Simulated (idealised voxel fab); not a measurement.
This section sets out a process module, namely voxel transistor to metal.
Section shown: cut. Width: 185 nm. Cell size: 5 nm, square.
Reading order for cross-sections: top band down to bottom band. Underlying form: a grid of square cells. Band size: one or more rows of cells. The entry gives the band's vertical extent as a top height and a bottom height in nm, then its horizontal make-up as materials from left to right, each with a width in nm. "air" stands for empty space; a single material marked "edge to edge" fills the band edge to edge. Note: height 0 marks the level under which the wafer is uniformly one material as received. Lowest band unbounded below, written "0 -> down". The notation "30..40" denotes a width that varies across the rows of cells in the band, beginning at the first number in the top row, finishing at the second number in the bottom row, and changing by an identical amount from each row to the next. What does "no alteration" mean for a step? It means no cell of the cross-section changed in that step. Basically, "Closed void inventory" tells you about the enclosed voids: empty spaces with no open way to the top, 8 cells or bigger, each written width x height at distance, where distance is from the left edge, all in nm. Text after the settings on a step's line: the simulator's own remark on that step. The setting "overlay nm" may be written on the line of a step. When the step uses a mask, the value reports how far to the right of the planned place the mask lay, and a negative value reports that it lay to the left. Reading guide: pairs of cross-sections, before and after one process step; after view cut off at lowest changed band; step and settings listed under each pair. Pairs may stem from different runs of this module on the same starting wafer; continuity with the pair above only where the "Pre-step section" entry states it.
-- Pre-step section
- 115 -> 110: TiN 50 / air 10 / TiN 60 / air 10 / TiN 55
- 110 -> 100: lowk 45 / TiN 5 / air 10 / TiN 5 / lowk 50 / TiN 5 / air 10 / TiN 5 / lowk 50
- 100 -> 95: lowk 45 / TiN 5 / air 5 / TiN 10 / lowk 50 / TiN 5 / air 5 / TiN 10 / lowk 50
- 95 -> 80: lowk 45 / TiN 5 / air 5 / TiN 5 / lowk 55 / TiN 5 / air 5 / TiN 5 / lowk 55
- 80 -> 75: SiCN 45 / TiN 15 / SiCN 55 / TiN 15 / SiCN 55
- 75 -> 60: SiO2 45 / TiN 5 / Cu 10 / TiN 5 / SiO2 50 / TiN 5 / Cu 10 / TiN 5 / SiO2 50
- 60 -> 55: SiN 45 / TiN 20 / SiN 50 / TiN 20 / SiN 50
- 55 -> 40: SiO2 45 / TiN 5 / Ru 10 / TiN 5 / SiO2 50 / TiN 5 / Ru 10 / TiN 5 / SiO2 50
- 40 -> 30: SiO2 45 / TiN 5 / Ru 10 / TiN 5 / SiO2 5 / SiN 10 / SiCN 20 / SiN 10 / SiO2 5 / TiN 5 / Ru 10 / TiN 5 / SiO2 50
- 30 -> 5: SiO2 45 / TiN 5 / Ru 10 / TiN 5 / SiO2 5 / SiN 10 / polySi 20 / SiN 10 / SiO2 5 / TiN 5 / Ru 10 / TiN 5 / SiO2 50
- 5 -> 0: SiO2 35 / SiN 10 / TiN 10 / Ru 5 / TiN 5 / SiO2 5 / SiN 10 / polySi 20 / SiN 10 / SiO2 5 / TiN 5 / Ru 5 / TiN 10 / SiN 10 / SiO2 40
- 0 -> -5: SiO2 45 / SiGe 5 / TiN 15 / SiGe 5 / SiO2 40 / SiGe 5 / TiN 15 / SiGe 5 / SiO2 50
- -5 -> -10: SiO2 40 / Si 5 / SiGe 25 / Si 40 / SiGe 25 / Si 5 / SiO2 45
- -10 -> -30: SiO2 40 / Si 100 / SiO2 45
- -30 -> down: Si edge to edge
- Closed void inventory: none
-- Resulting Structure
- 120 -> 115: Cu edge to edge
- 115 -> 110: TiN 50 / Cu 10 / TiN 60 / Cu 10 / TiN 55
- 110 -> 100: lowk 45 / TiN 5 / Cu 10 / TiN 5 / lowk 50 / TiN 5 / Cu 10 / TiN 5 / lowk 50
- 100 -> 95: lowk 45 / TiN 5 / Cu 5 / TiN 10 / lowk 50 / TiN 5 / Cu 5 / TiN 10 / lowk 50
- 95 -> 80: lowk 45 / TiN 5 / Cu 5 / TiN 5 / lowk 55 / TiN 5 / Cu 5 / TiN 5 / lowk 55
- Below 80, the layers are the same as they were.
- Closed void inventory: none
The process step separating the two cross-sections depicted above is as follows: FILL_DEP: material Cu, thk nm 5
Pre-step section: carried over from the after image of the pair right above.
-- Resulting Structure
- 110 -> 100: lowk 45 / TiN 5 / Cu 10 / TiN 5 / lowk 50 / TiN 5 / Cu 10 / TiN 5 / lowk 50
- Below 100, the layers are the same as they were.
- Closed void inventory: none
The process step separating the two cross-sections depicted above is as follows: CMP: height nm 110
Pre-step section: carried over from the after image of the pair right above.
-- Resulting Structure
- 115 -> 110: SiN edge to edge
- Below 110, the layers are the same as they were.
- Closed void inventory: none
The process step separating the two cross-sections depicted above is as follows: CONFORMAL_DEP: material SiN, thk nm 5
-- Pre-step section
- 55 -> 45: SiO2 edge to edge
- 45 -> 30: SiO2 70 / SiN 10 / SiCN 20 / SiN 10 / SiO2 75
- 30 -> 5: SiO2 70 / SiN 10 / polySi 20 / SiN 10 / SiO2 75
- 5 -> 0: SiO2 35 / SiN 10 / SiO2 25 / SiN 10 / polySi 20 / SiN 10 / SiO2 25 / SiN 10 / SiO2 40
- 0 -> -5: SiO2 45 / SiGe 5 / SiO2 15 / SiGe 5 / SiO2 40 / SiGe 5 / SiO2 15 / SiGe 5 / SiO2 50
- -5 -> -10: SiO2 40 / Si 5 / SiGe 25 / Si 40 / SiGe 25 / Si 5 / SiO2 45
- -10 -> -30: SiO2 40 / Si 100 / SiO2 45
- -30 -> down: Si edge to edge
- Closed void inventory: none
-- Resulting Structure
- 55 -> 45: SiO2 50 / air 15 / SiO2 55 / air 15 / SiO2 50
- 45 -> 30: SiO2 50 / air 15 / SiO2 5 / SiN 10 / SiCN 20 / SiN 10 / SiO2 10 / air 15 / SiO2 50
- 30 -> 5: SiO2 50 / air 15 / SiO2 5 / SiN 10 / polySi 20 / SiN 10 / SiO2 10 / air 15 / SiO2 50
- 5 -> 0: SiO2 35 / SiN 10 / SiO2 5 / air 15 / SiO2 5 / SiN 10 / polySi 20 / SiN 10 / SiO2 10 / air 15 / SiN 10 / SiO2 40
- 0 -> -5: SiO2 45 / SiGe 5 / air 15 / SiGe 5 / SiO2 40 / SiGe 5 / SiO2 5 / air 10 / SiGe 5 / SiO2 50
- Below -5, the layers are the same as they were.
- Closed void inventory: none
The process step separating the two cross-sections depicted above is as follows: MASKED_ETCH: tone open, mask id CONTACT, width nm 15, pitch nm 70, etch materials SiO2, depth nm 60, overlay nm 0
Pre-step section: carried over from the after image of the pair right above.
-- Resulting Structure
- 60 -> 55: TiN 55 / air 5 / TiN 65 / air 5 / TiN 55
- 55 -> 45: SiO2 50 / TiN 5 / air 5 / TiN 5 / SiO2 55 / TiN 5 / air 5 / TiN 5 / SiO2 50
- 45 -> 30: SiO2 50 / TiN 5 / air 5 / TiN 5 / SiO2 5 / SiN 10 / SiCN 20 / SiN 10 / SiO2 10 / TiN 5 / air 5 / TiN 5 / SiO2 50
- 30 -> 5: SiO2 50 / TiN 5 / air 5 / TiN 5 / SiO2 5 / SiN 10 / polySi 20 / SiN 10 / SiO2 10 / TiN 5 / air 5 / TiN 5 / SiO2 50
- 5 -> 0: SiO2 35 / SiN 10 / SiO2 5 / TiN 5 / air 5 / TiN 5 / SiO2 5 / SiN 10 / polySi 20 / SiN 10 / SiO2 10 / TiN 15 / SiN 10 / SiO2 40
- 0 -> -5: SiO2 45 / SiGe 5 / TiN 15 / SiGe 5 / SiO2 40 / SiGe 5 / SiO2 5 / TiN 10 / SiGe 5 / SiO2 50
- Below -5, the layers are the same as they were.
- Closed void inventory: none
The process step separating the two cross-sections depicted above is as follows: CONFORMAL_DEP: material TiN, thk nm 5
Pre-step section: carried over from the after image of the pair right above.
-- Resulting Structure
- 70 -> 60: Ru edge to edge
- 60 -> 55: TiN 55 / Ru 5 / TiN 65 / Ru 5 / TiN 55
- 55 -> 45: SiO2 50 / TiN 5 / Ru 5 / TiN 5 / SiO2 55 / TiN 5 / Ru 5 / TiN 5 / SiO2 50
- 45 -> 30: SiO2 50 / TiN 5 / Ru 5 / TiN 5 / SiO2 5 / SiN 10 / SiCN 20 / SiN 10 / SiO2 10 / TiN 5 / Ru 5 / TiN 5 / SiO2 50
- 30 -> 5: SiO2 50 / TiN 5 / Ru 5 / TiN 5 / SiO2 5 / SiN 10 / polySi 20 / SiN 10 / SiO2 10 / TiN 5 / Ru 5 / TiN 5 / SiO2 50
- 5 -> 0: SiO2 35 / SiN 10 / SiO2 5 / TiN 5 / Ru 5 / TiN 5 / SiO2 5 / SiN 10 / polySi 20 / SiN 10 / SiO2 10 / TiN 15 / SiN 10 / SiO2 40
- Below 0, the layers are the same as they were.
- Closed void inventory: none
The process step separating the two cross-sections depicted above is as follows: FILL_DEP: material Ru, thk nm 10
Pre-step section: carried over from the after image of the pair right above.
-- Resulting Structure
- 55 -> 45: SiO2 50 / TiN 5 / Ru 5 / TiN 5 / SiO2 55 / TiN 5 / Ru 5 / TiN 5 / SiO2 50
- Below 45, the layers are the same as they were.
- Closed void inventory: none
The process step separating the two cross-sections depicted above is as follows: CMP: height nm 55
Pre-step section: carried over from the after image of the pair right above.
-- Resulting Structure
- 60 -> 55: SiN edge to edge
- Below 55, the layers are the same as they were.
- Closed void inventory: none
The process step separating the two cross-sections depicted above is as follows: CONFORMAL_DEP: material SiN, thk nm 5
Pre-step section: carried over from the after image of the pair right above.
-- Resulting Structure
- 75 -> 60: SiO2 edge to edge
- Below 60, the layers are the same as they were.
- Closed void inventory: none
The process step separating the two cross-sections depicted above is as follows: DIRECTIONAL_DEP: material SiO2, thk nm 15
Pre-step section: carried over from the after image of the pair right above.
-- Resulting Structure
- 90 -> 75: resist 45 / air 20 / resist 50 / air 20 / resist 50
- Below 75, the layers are the same as they were.
- Closed void inventory: none
The process step separating the two cross-sections depicted above is as follows: PATTERN: tone open, mask id METAL_1, material resist, width nm 20, pitch nm 70, thk nm 15, overlay nm 0
Pre-step section: carried over from the after image of the pair right above.
-- Resulting Structure
- 90 -> 75: resist 45 / air 20 / resist 50 / air 20 / resist 50
- 75 -> 60: SiO2 45 / air 20 / SiO2 50 / air 20 / SiO2 50
- Below 60, the layers are the same as they were.
- Closed void inventory: none
The process step separating the two cross-sections depicted above is as follows: DIRECTIONAL_ETCH: etch materials SiO2, depth nm 15
Pre-step section: carried over from the after image of the pair right above.
-- Resulting Structure
- 90 -> 75: resist 45 / air 20 / resist 50 / air 20 / resist 50
- 75 -> 60: SiO2 45 / air 20 / SiO2 50 / air 20 / SiO2 50
- 60 -> 55: SiN 45 / air 20 / SiN 50 / air 20 / SiN 50
- Below 55, the layers are the same as they were.
- Closed void inventory: none
The process step separating the two cross-sections depicted above is as follows: DIRECTIONAL_ETCH: etch materials SiN, depth nm 5
Pre-step section: carried over from the after image of the pair right above.
-- Resulting Structure
- 75 -> 60: SiO2 45 / air 20 / SiO2 50 / air 20 / SiO2 50
- Below 60, the layers are the same as they were.
- Closed void inventory: none
The process step separating the two cross-sections depicted above is as follows: STRIP: etch materials resist
Pre-step section: carried over from the after image of the pair right above.
-- Resulting Structure
- 80 -> 75: TiN 50 / air 10 / TiN 60 / air 10 / TiN 55
- 75 -> 60: SiO2 45 / TiN 5 / air 10 / TiN 5 / SiO2 50 / TiN 5 / air 10 / TiN 5 / SiO2 50
- 60 -> 55: SiN 45 / TiN 20 / SiN 50 / TiN 20 / SiN 50
- Below 55, the layers are the same as they were.
- Closed void inventory: none
The process step separating the two cross-sections depicted above is as follows: CONFORMAL_DEP: material TiN, thk nm 5
Pre-step section: carried over from the after image of the pair right above.
-- Resulting Structure
- 90 -> 80: Cu edge to edge
- 80 -> 75: TiN 50 / Cu 10 / TiN 60 / Cu 10 / TiN 55
- 75 -> 60: SiO2 45 / TiN 5 / Cu 10 / TiN 5 / SiO2 50 / TiN 5 / Cu 10 / TiN 5 / SiO2 50
- Below 60, the layers are the same as they were.
- Closed void inventory: none
The process step separating the two cross-sections depicted above is as follows: FILL_DEP: material Cu, thk nm 10
Pre-step section: carried over from the after image of the pair right above.
-- Resulting Structure
- 75 -> 60: SiO2 45 / TiN 5 / Cu 10 / TiN 5 / SiO2 50 / TiN 5 / Cu 10 / TiN 5 / SiO2 50
- Below 60, the layers are the same as they were.
- Closed void inventory: none
The process step separating the two cross-sections depicted above is as follows: CMP: height nm 75
Pre-step section: carried over from the after image of the pair right above.
-- Resulting Structure
- 80 -> 75: SiCN edge to edge
- Below 75, the layers are the same as they were.
- Closed void inventory: none
The process step separating the two cross-sections depicted above is as follows: CONFORMAL_DEP: material SiCN, thk nm 5
Pre-step section: carried over from the after image of the pair right above.
-- Resulting Structure
- 110 -> 80: lowk edge to edge
- Below 80, the layers are the same as they were.
- Closed void inventory: none
The process step separating the two cross-sections depicted above is as follows: DIRECTIONAL_DEP: material lowk, thk nm 30
Pre-step section: carried over from the after image of the pair right above.
-- Resulting Structure
- 110 -> 80: lowk 45 / air 15 / lowk 55 / air 15 / lowk 55
- Below 80, the layers are the same as they were.
- Closed void inventory: none
The process step separating the two cross-sections depicted above is as follows: MASKED_ETCH: tone open, mask id METAL_2_HOLES, width nm 15, pitch nm 70, etch materials lowk, depth nm 30, overlay nm 0
Pre-step section: carried over from the after image of the pair right above.
-- Resulting Structure
- 110 -> 95: lowk 45 / air 20 / lowk 50 / air 20 / lowk 50
- Below 95, the layers are the same as they were.
- Closed void inventory: none
The process step separating the two cross-sections depicted above is as follows: MASKED_ETCH: tone open, mask id METAL_2, width nm 20, pitch nm 70, etch materials lowk, depth nm 15, overlay nm 0
Pre-step section: carried over from the after image of the pair right above.
-- Resulting Structure
- 110 -> 95: lowk 45 / air 20 / lowk 50 / air 20 / lowk 50
- 95 -> 80: lowk 45 / air 15 / lowk 55 / air 15 / lowk 55
- 80 -> 75: SiCN 45 / air 15 / SiCN 55 / air 15 / SiCN 55
- Below 75, the layers are the same as they were.
- Closed void inventory: none
The process step separating the two cross-sections depicted above is as follows: MASKED_ETCH: tone open, mask id METAL_2, width nm 20, pitch nm 70, etch materials SiCN, depth nm 5, overlay nm 0
Pre-step section: carried over from the after image of the pair right above.
-- Resulting Structure
- 115 -> 110: TiN 50 / air 10 / TiN 60 / air 10 / TiN 55
- 110 -> 100: lowk 45 / TiN 5 / air 10 / TiN 5 / lowk 50 / TiN 5 / air 10 / TiN 5 / lowk 50
- 100 -> 95: lowk 45 / TiN 5 / air 5 / TiN 10 / lowk 50 / TiN 5 / air 5 / TiN 10 / lowk 50
- 95 -> 80: lowk 45 / TiN 5 / air 5 / TiN 5 / lowk 55 / TiN 5 / air 5 / TiN 5 / lowk 55
- 80 -> 75: SiCN 45 / TiN 15 / SiCN 55 / TiN 15 / SiCN 55
- Below 75, the layers are the same as they were.
- Closed void inventory: none
The process step separating the two cross-sections depicted above is as follows: CONFORMAL_DEP: material TiN, thk nm 5
Pre-step section: carried over from the after image of the pair right above.
-- Resulting Structure
- 120 -> 115: Cu edge to edge
- 115 -> 110: TiN 50 / Cu 10 / TiN 60 / Cu 10 / TiN 55
- 110 -> 100: lowk 45 / TiN 5 / Cu 10 / TiN 5 / lowk 50 / TiN 5 / Cu 10 / TiN 5 / lowk 50
- 100 -> 95: lowk 45 / TiN 5 / Cu 5 / TiN 10 / lowk 50 / TiN 5 / Cu 5 / TiN 10 / lowk 50
- 95 -> 80: lowk 45 / TiN 5 / Cu 5 / TiN 5 / lowk 55 / TiN 5 / Cu 5 / TiN 5 / lowk 55
- Below 80, the layers are the same as they were.
- Closed void inventory: none
The process step separating the two cross-sections depicted above is as follows: FILL_DEP: material Cu, thk nm 5
Pre-step section: carried over from the after image of the pair right above.
-- Resulting Structure
- 110 -> 100: lowk 45 / TiN 5 / Cu 10 / TiN 5 / lowk 50 / TiN 5 / Cu 10 / TiN 5 / lowk 50
- Below 100, the layers are the same as they were.
- Closed void inventory: none
The process step separating the two cross-sections depicted above is as follows: CMP: height nm 110
Pre-step section: carried over from the after image of the pair right above.
-- Resulting Structure
- 115 -> 110: SiN edge to edge
- Below 110, the layers are the same as they were.
- Closed void inventory: none
The process step separating the two cross-sections depicted above is as follows: CONFORMAL_DEP: material SiN, thk nm 5
-- Pre-step section
- 55 -> 45: SiO2 edge to edge
- 45 -> 30: SiO2 70 / SiN 10 / SiCN 20 / SiN 10 / SiO2 75
- 30 -> 5: SiO2 70 / SiN 10 / polySi 20 / SiN 10 / SiO2 75
- 5 -> 0: SiO2 35 / SiN 10 / SiO2 25 / SiN 10 / polySi 20 / SiN 10 / SiO2 25 / SiN 10 / SiO2 40
- 0 -> -5: SiO2 45 / SiGe 5 / SiO2 15 / SiGe 5 / SiO2 40 / SiGe 5 / SiO2 15 / SiGe 5 / SiO2 50
- -5 -> -10: SiO2 40 / Si 5 / SiGe 25 / Si 40 / SiGe 25 / Si 5 / SiO2 45
- -10 -> -30: SiO2 40 / Si 100 / SiO2 45
- -30 -> down: Si edge to edge
- Closed void inventory: none
-- Resulting Structure
- 55 -> 45: SiO2 40 / air 20 / SiO2 50 / air 20 / SiO2 55
- 45 -> 30: SiO2 40 / air 20 / SiO2 10 / SiN 10 / SiCN 20 / SiN 10 / air 20 / SiO2 55
- 30 -> 5: SiO2 40 / air 20 / SiO2 10 / SiN 10 / polySi 20 / SiN 10 / air 20 / SiO2 55
- 5 -> 0: SiO2 35 / SiN 10 / air 15 / SiO2 10 / SiN 10 / polySi 20 / SiN 10 / air 20 / SiO2 5 / SiN 10 / SiO2 40
- 0 -> -5: SiO2 45 / SiGe 5 / air 10 / SiO2 5 / SiGe 5 / SiO2 40 / SiGe 5 / air 15 / SiGe 5 / SiO2 50
- Below -5, the layers are the same as they were.
- Closed void inventory: none
The process step separating the two cross-sections depicted above is as follows: MASKED_ETCH: tone open, mask id CONTACT, width nm 20, pitch nm 70, etch materials SiO2, depth nm 60, overlay nm -5
Pre-step section: carried over from the after image of the pair right above.
-- Resulting Structure
- 60 -> 55: TiN 45 / air 10 / TiN 60 / air 10 / TiN 60
- 55 -> 45: SiO2 40 / TiN 5 / air 10 / TiN 5 / SiO2 50 / TiN 5 / air 10 / TiN 5 / SiO2 55
- 45 -> 30: SiO2 40 / TiN 5 / air 10 / TiN 5 / SiO2 10 / SiN 10 / SiCN 20 / SiN 10 / TiN 5 / air 10 / TiN 5 / SiO2 55
- 30 -> 10: SiO2 40 / TiN 5 / air 10 / TiN 5 / SiO2 10 / SiN 10 / polySi 20 / SiN 10 / TiN 5 / air 10 / TiN 5 / SiO2 55
- 10 -> 5: SiO2 40 / TiN 10 / air 5 / TiN 5 / SiO2 10 / SiN 10 / polySi 20 / SiN 10 / TiN 5 / air 10 / TiN 5 / SiO2 55
- 5 -> 0: SiO2 35 / SiN 10 / TiN 15 / SiO2 10 / SiN 10 / polySi 20 / SiN 10 / TiN 10 / air 5 / TiN 5 / SiO2 5 / SiN 10 / SiO2 40
- 0 -> -5: SiO2 45 / SiGe 5 / TiN 10 / SiO2 5 / SiGe 5 / SiO2 40 / SiGe 5 / TiN 15 / SiGe 5 / SiO2 50
- Below -5, the layers are the same as they were.
- Closed void inventory: none
The process step separating the two cross-sections depicted above is as follows: CONFORMAL_DEP: material TiN, thk nm 5
Pre-step section: carried over from the after image of the pair right above.
-- Resulting Structure
- 70 -> 60: Ru edge to edge
- 60 -> 55: TiN 45 / Ru 10 / TiN 60 / Ru 10 / TiN 60
- 55 -> 45: SiO2 40 / TiN 5 / Ru 10 / TiN 5 / SiO2 50 / TiN 5 / Ru 10 / TiN 5 / SiO2 55
- 45 -> 30: SiO2 40 / TiN 5 / Ru 10 / TiN 5 / SiO2 10 / SiN 10 / SiCN 20 / SiN 10 / TiN 5 / Ru 10 / TiN 5 / SiO2 55
- 30 -> 10: SiO2 40 / TiN 5 / Ru 10 / TiN 5 / SiO2 10 / SiN 10 / polySi 20 / SiN 10 / TiN 5 / Ru 10 / TiN 5 / SiO2 55
- 10 -> 5: SiO2 40 / TiN 10 / Ru 5 / TiN 5 / SiO2 10 / SiN 10 / polySi 20 / SiN 10 / TiN 5 / Ru 10 / TiN 5 / SiO2 55
- 5 -> 0: SiO2 35 / SiN 10 / TiN 15 / SiO2 10 / SiN 10 / polySi 20 / SiN 10 / TiN 10 / Ru 5 / TiN 5 / SiO2 5 / SiN 10 / SiO2 40
- Below 0, the layers are the same as they were.
- Closed void inventory: none
The process step separating the two cross-sections depicted above is as follows: FILL_DEP: material Ru, thk nm 10
Pre-step section: carried over from the after image of the pair right above.
-- Resulting Structure
- 55 -> 45: SiO2 40 / TiN 5 / Ru 10 / TiN 5 / SiO2 50 / TiN 5 / Ru 10 / TiN 5 / SiO2 55
- Below 45, the layers are the same as they were.
- Closed void inventory: none
The process step separating the two cross-sections depicted above is as follows: CMP: height nm 55
Pre-step section: carried over from the after image of the pair right above.
-- Resulting Structure
- 60 -> 55: SiN edge to edge
- Below 55, the layers are the same as they were.
- Closed void inventory: none
The process step separating the two cross-sections depicted above is as follows: CONFORMAL_DEP: material SiN, thk nm 5
Pre-step section: carried over from the after image of the pair right above.
-- Resulting Structure
- 75 -> 60: SiO2 edge to edge
- Below 60, the layers are the same as they were.
- Closed void inventory: none
The process step separating the two cross-sections depicted above is as follows: DIRECTIONAL_DEP: material SiO2, thk nm 15
Pre-step section: carried over from the after image of the pair right above.
-- Resulting Structure
- 90 -> 75: resist 45 / air 20 / resist 50 / air 20 / resist 50
- Below 75, the layers are the same as they were.
- Closed void inventory: none
The process step separating the two cross-sections depicted above is as follows: PATTERN: tone open, mask id METAL_1, material resist, width nm 20, pitch nm 70, thk nm 15, overlay nm 0
Pre-step section: carried over from the after image of the pair right above.
-- Resulting Structure
- 90 -> 75: resist 45 / air 20 / resist 50 / air 20 / resist 50
- 75 -> 60: SiO2 45 / air 20 / SiO2 50 / air 20 / SiO2 50
- Below 60, the layers are the same as they were.
- Closed void inventory: none
The process step separating the two cross-sections depicted above is as follows: DIRECTIONAL_ETCH: etch materials SiO2, depth nm 15
Pre-step section: carried over from the after image of the pair right above.
-- Resulting Structure
- 90 -> 75: resist 45 / air 20 / resist 50 / air 20 / resist 50
- 75 -> 60: SiO2 45 / air 20 / SiO2 50 / air 20 / SiO2 50
- 60 -> 55: SiN 45 / air 20 / SiN 50 / air 20 / SiN 50
- Below 55, the layers are the same as they were.
- Closed void inventory: none
The process step separating the two cross-sections depicted above is as follows: DIRECTIONAL_ETCH: etch materials SiN, depth nm 5
Pre-step section: carried over from the after image of the pair right above.
-- Resulting Structure
- 75 -> 60: SiO2 45 / air 20 / SiO2 50 / air 20 / SiO2 50
- Below 60, the layers are the same as they were.
- Closed void inventory: none
The process step separating the two cross-sections depicted above is as follows: STRIP: etch materials resist
Pre-step section: carried over from the after image of the pair right above.
-- Resulting Structure
- 80 -> 75: TiN 50 / air 10 / TiN 60 / air 10 / TiN 55
- 75 -> 60: SiO2 45 / TiN 5 / air 10 / TiN 5 / SiO2 50 / TiN 5 / air 10 / TiN 5 / SiO2 50
- 60 -> 55: SiN 45 / TiN 20 / SiN 50 / TiN 20 / SiN 50
- Below 55, the layers are the same as they were.
- Closed void inventory: none
The process step separating the two cross-sections depicted above is as follows: CONFORMAL_DEP: material TiN, thk nm 5
Pre-step section: carried over from the after image of the pair right above.
-- Resulting Structure
- 90 -> 80: Cu edge to edge
- 80 -> 75: TiN 50 / Cu 10 / TiN 60 / Cu 10 / TiN 55
- 75 -> 60: SiO2 45 / TiN 5 / Cu 10 / TiN 5 / SiO2 50 / TiN 5 / Cu 10 / TiN 5 / SiO2 50
- Below 60, the layers are the same as they were.
- Closed void inventory: none
The process step separating the two cross-sections depicted above is as follows: FILL_DEP: material Cu, thk nm 10
Pre-step section: carried over from the after image of the pair right above.
-- Resulting Structure
- 75 -> 60: SiO2 45 / TiN 5 / Cu 10 / TiN 5 / SiO2 50 / TiN 5 / Cu 10 / TiN 5 / SiO2 50
- Below 60, the layers are the same as they were.
- Closed void inventory: none
The process step separating the two cross-sections depicted above is as follows: CMP: height nm 75
Pre-step section: carried over from the after image of the pair right above.
-- Resulting Structure
- 80 -> 75: SiCN edge to edge
- Below 75, the layers are the same as they were.
- Closed void inventory: none
The process step separating the two cross-sections depicted above is as follows: CONFORMAL_DEP: material SiCN, thk nm 5
Pre-step section: carried over from the after image of the pair right above.
-- Resulting Structure
- 110 -> 80: lowk edge to edge
- Below 80, the layers are the same as they were.
- Closed void inventory: none
The process step separating the two cross-sections depicted above is as follows: DIRECTIONAL_DEP: material lowk, thk nm 30
Pre-step section: carried over from the after image of the pair right above.
-- Resulting Structure
- 110 -> 80: lowk 45 / air 15 / lowk 55 / air 15 / lowk 55
- Below 80, the layers are the same as they were.
- Closed void inventory: none
The process step separating the two cross-sections depicted above is as follows: MASKED_ETCH: tone open, mask id METAL_2_HOLES, width nm 15, pitch nm 70, etch materials lowk, depth nm 30, overlay nm 0
Pre-step section: carried over from the after image of the pair right above.
-- Resulting Structure
- 110 -> 95: lowk 45 / air 20 / lowk 50 / air 20 / lowk 50
- Below 95, the layers are the same as they were.
- Closed void inventory: none
The process step separating the two cross-sections depicted above is as follows: MASKED_ETCH: tone open, mask id METAL_2, width nm 20, pitch nm 70, etch materials lowk, depth nm 15, overlay nm 0
Pre-step section: carried over from the after image of the pair right above.
-- Resulting Structure
- 110 -> 95: lowk 45 / air 20 / lowk 50 / air 20 / lowk 50
- 95 -> 80: lowk 45 / air 15 / lowk 55 / air 15 / lowk 55
- 80 -> 75: SiCN 45 / air 15 / SiCN 55 / air 15 / SiCN 55
- Below 75, the layers are the same as they were.
- Closed void inventory: none
The process step separating the two cross-sections depicted above is as follows: MASKED_ETCH: tone open, mask id METAL_2, width nm 20, pitch nm 70, etch materials SiCN, depth nm 5, overlay nm 0
Pre-step section: carried over from the after image of the pair right above.
-- Resulting Structure
- 115 -> 110: TiN 50 / air 10 / TiN 60 / air 10 / TiN 55
- 110 -> 100: lowk 45 / TiN 5 / air 10 / TiN 5 / lowk 50 / TiN 5 / air 10 / TiN 5 / lowk 50
- 100 -> 95: lowk 45 / TiN 5 / air 5 / TiN 10 / lowk 50 / TiN 5 / air 5 / TiN 10 / lowk 50
- 95 -> 80: lowk 45 / TiN 5 / air 5 / TiN 5 / lowk 55 / TiN 5 / air 5 / TiN 5 / lowk 55
- 80 -> 75: SiCN 45 / TiN 15 / SiCN 55 / TiN 15 / SiCN 55
- Below 75, the layers are the same as they were.
- Closed void inventory: none
The process step separating the two cross-sections depicted above is as follows: CONFORMAL_DEP: material TiN, thk nm 5
Pre-step section: carried over from the after image of the pair right above.
-- Resulting Structure
- 120 -> 115: Cu edge to edge
- 115 -> 110: TiN 50 / Cu 10 / TiN 60 / Cu 10 / TiN 55
- 110 -> 100: lowk 45 / TiN 5 / Cu 10 / TiN 5 / lowk 50 / TiN 5 / Cu 10 / TiN 5 / lowk 50
- 100 -> 95: lowk 45 / TiN 5 / Cu 5 / TiN 10 / lowk 50 / TiN 5 / Cu 5 / TiN 10 / lowk 50
- 95 -> 80: lowk 45 / TiN 5 / Cu 5 / TiN 5 / lowk 55 / TiN 5 / Cu 5 / TiN 5 / lowk 55
- Below 80, the layers are the same as they were.
- Closed void inventory: none
The process step separating the two cross-sections depicted above is as follows: FILL_DEP: material Cu, thk nm 5
Pre-step section: carried over from the after image of the pair right above.
-- Resulting Structure
- 110 -> 100: lowk 45 / TiN 5 / Cu 10 / TiN 5 / lowk 50 / TiN 5 / Cu 10 / TiN 5 / lowk 50
- Below 100, the layers are the same as they were.
- Closed void inventory: none
The process step separating the two cross-sections depicted above is as follows: CMP: height nm 110
Pre-step section: carried over from the after image of the pair right above.
-- Resulting Structure
- 115 -> 110: SiN edge to edge
- Below 110, the layers are the same as they were.
- Closed void inventory: none
The process step separating the two cross-sections depicted above is as follows: CONFORMAL_DEP: material SiN, thk nm 5
-- Pre-step section
- 60 -> 55: TiN 50 / air 10 / TiN 60 / air 10 / TiN 55
- 55 -> 45: SiO2 45 / TiN 5 / air 10 / TiN 5 / SiO2 50 / TiN 5 / air 10 / TiN 5 / SiO2 50
- 45 -> 30: SiO2 45 / TiN 5 / air 10 / TiN 5 / SiO2 5 / SiN 10 / SiCN 20 / SiN 10 / SiO2 5 / TiN 5 / air 10 / TiN 5 / SiO2 50
- 30 -> 5: SiO2 45 / TiN 5 / air 10 / TiN 5 / SiO2 5 / SiN 10 / polySi 20 / SiN 10 / SiO2 5 / TiN 5 / air 10 / TiN 5 / SiO2 50
- 5 -> 0: SiO2 35 / SiN 10 / TiN 10 / air 5 / TiN 5 / SiO2 5 / SiN 10 / polySi 20 / SiN 10 / SiO2 5 / TiN 5 / air 5 / TiN 10 / SiN 10 / SiO2 40
- 0 -> -5: SiO2 45 / SiGe 5 / TiN 15 / SiGe 5 / SiO2 40 / SiGe 5 / TiN 15 / SiGe 5 / SiO2 50
- -5 -> -10: SiO2 40 / Si 5 / SiGe 25 / Si 40 / SiGe 25 / Si 5 / SiO2 45
- -10 -> -30: SiO2 40 / Si 100 / SiO2 45
- -30 -> down: Si edge to edge
- Closed void inventory: none
-- Resulting Structure
- 70 -> 60: Cu edge to edge
- 60 -> 55: TiN 50 / Cu 10 / TiN 60 / Cu 10 / TiN 55
- 55 -> 45: SiO2 45 / TiN 5 / Cu 10 / TiN 5 / SiO2 50 / TiN 5 / Cu 10 / TiN 5 / SiO2 50
- 45 -> 30: SiO2 45 / TiN 5 / Cu 10 / TiN 5 / SiO2 5 / SiN 10 / SiCN 20 / SiN 10 / SiO2 5 / TiN 5 / Cu 10 / TiN 5 / SiO2 50
- 30 -> 5: SiO2 45 / TiN 5 / Cu 10 / TiN 5 / SiO2 5 / SiN 10 / polySi 20 / SiN 10 / SiO2 5 / TiN 5 / Cu 10 / TiN 5 / SiO2 50
- 5 -> 0: SiO2 35 / SiN 10 / TiN 10 / Cu 5 / TiN 5 / SiO2 5 / SiN 10 / polySi 20 / SiN 10 / SiO2 5 / TiN 5 / Cu 5 / TiN 10 / SiN 10 / SiO2 40
- Below 0, the layers are the same as they were.
- Closed void inventory: none
The process step separating the two cross-sections depicted above is as follows: FILL_DEP: material Cu, thk nm 10
Pre-step section: carried over from the after image of the pair right above.
-- Resulting Structure
- 55 -> 45: SiO2 45 / TiN 5 / Cu 10 / TiN 5 / SiO2 50 / TiN 5 / Cu 10 / TiN 5 / SiO2 50
- Below 45, the layers are the same as they were.
- Closed void inventory: none
The process step separating the two cross-sections depicted above is as follows: CMP: height nm 55
